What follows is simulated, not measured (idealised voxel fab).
process module | voxel wiring stack
cross-section cut | 255 nm wide | cells 5 nm
A cross-section is a grid of square cells, given in bands from the top down. A band is one or more rows of cells.
Each band's line starts with the height of the band's top and of its bottom, in nm. Then come its materials from left to right, each with its width in nm. One material with "throughout" fills the band from edge to edge. "air" is empty space.
Height 0 is the level under which the wafer as received is all one material. The lowest band goes on downwards, as in "0 down".
A width such as "30 to 40" changes by the same amount from each row of cells to the next, from the band's top row to its bottom row.
"no change" after a step means that no cell of the cross-section changed.
closed voids: empty space of 8 cells or more with no open way to the top, each as width x height at its distance from the left edge, in nm
after a step's settings: what the simulator itself notes on the step
overlay nm, on a step with a mask: how far to the right of its planned place the mask lay; to the left if negative
plan
1 op RECEIVE | material Si
2 op CONFORMAL_DEP | material SiO2 | thk nm 10
3 op CONFORMAL_DEP | material SiCN | thk nm 5
4 op DIRECTIONAL_DEP | material SiO2 | thk nm 15
5 op MASKED_ETCH | tone open | mask id METAL_1 | width nm 20 | pitch nm 50 | etch materials SiO2 | depth nm 15 | overlay nm 0
6 op MASKED_ETCH | tone open | mask id METAL_1 | width nm 20 | pitch nm 50 | etch materials SiCN | depth nm 5 | overlay nm 0
7 op CONFORMAL_DEP | material TiN | thk nm 5
8 op FILL_DEP | material Cu | thk nm 10
9 op CMP | height nm 30
10 op CONFORMAL_DEP | material SiCN | thk nm 5
11 op DIRECTIONAL_DEP | material SiO2 | thk nm 15
12 op MASKED_ETCH | tone open | mask id PLUG_1 | width nm 15 | pitch nm 100 | etch materials SiO2 | depth nm 15 | overlay nm 0
13 op MASKED_ETCH | tone open | mask id PLUG_1 | width nm 15 | pitch nm 100 | etch materials SiCN | depth nm 5 | overlay nm 0
14 op EPI | material Ru | thk nm 10
15 op EPI | material Ru | thk nm 10
16 op DIRECTIONAL_DEP | material TiN | thk nm 5
17 op DIRECTIONAL_DEP | material Ru | thk nm 20
18 op MASKED_ETCH | tone cover | mask id METAL_2 | width nm 20 | pitch nm 50 | etch materials Ru | depth nm 20 | overlay nm 0
19 op MASKED_ETCH | tone cover | mask id METAL_2 | width nm 20 | pitch nm 50 | etch materials TiN | depth nm 5 | overlay nm 0
20 op FILL_DEP | material lowk | thk nm 5
21 op CMP | height nm 75
22 op CONFORMAL_DEP | material SiCN | thk nm 5
as received, after step 1
  0 down: Si throughout
  closed voids: none
a wafer at the end: this start, this plan, one mistake
  80 to 75: SiCN throughout
  75 to 55: Ru 40 | lowk 20 | Ru 30 | lowk 20 | Ru 30 | lowk 20 | Ru 30 | lowk 20 | Ru 45
  55 to 50: TiN throughout
  50 to 35: SiO2 40 | Ru 15 | SiO2 85 | Ru 15 | SiO2 100
  35 to 30: SiCN 40 | Ru 15 | SiCN 85 | Ru 15 | SiCN 100
  30 to 15: SiO2 40 | TiN 5 | Cu 10 | TiN 5 | SiO2 30 | TiN 5 | Cu 10 | TiN 5 | SiO2 30 | TiN 5 | Cu 10 | TiN 5 | SiO2 30 | TiN 5 | Cu 10 | TiN 5 | SiO2 45
  15 to 10: SiCN 40 | TiN 20 | SiCN 30 | TiN 20 | SiCN 30 | TiN 20 | SiCN 30 | TiN 20 | SiCN 45
  10 to 0: SiO2 throughout
  0 down: Si throughout
  closed voids: none
what went wrong: step 18 ran as: op MASKED_ETCH | tone open | mask id METAL_2 | width nm 20 | pitch nm 50 | etch materials Ru | depth nm 20 | overlay nm 0
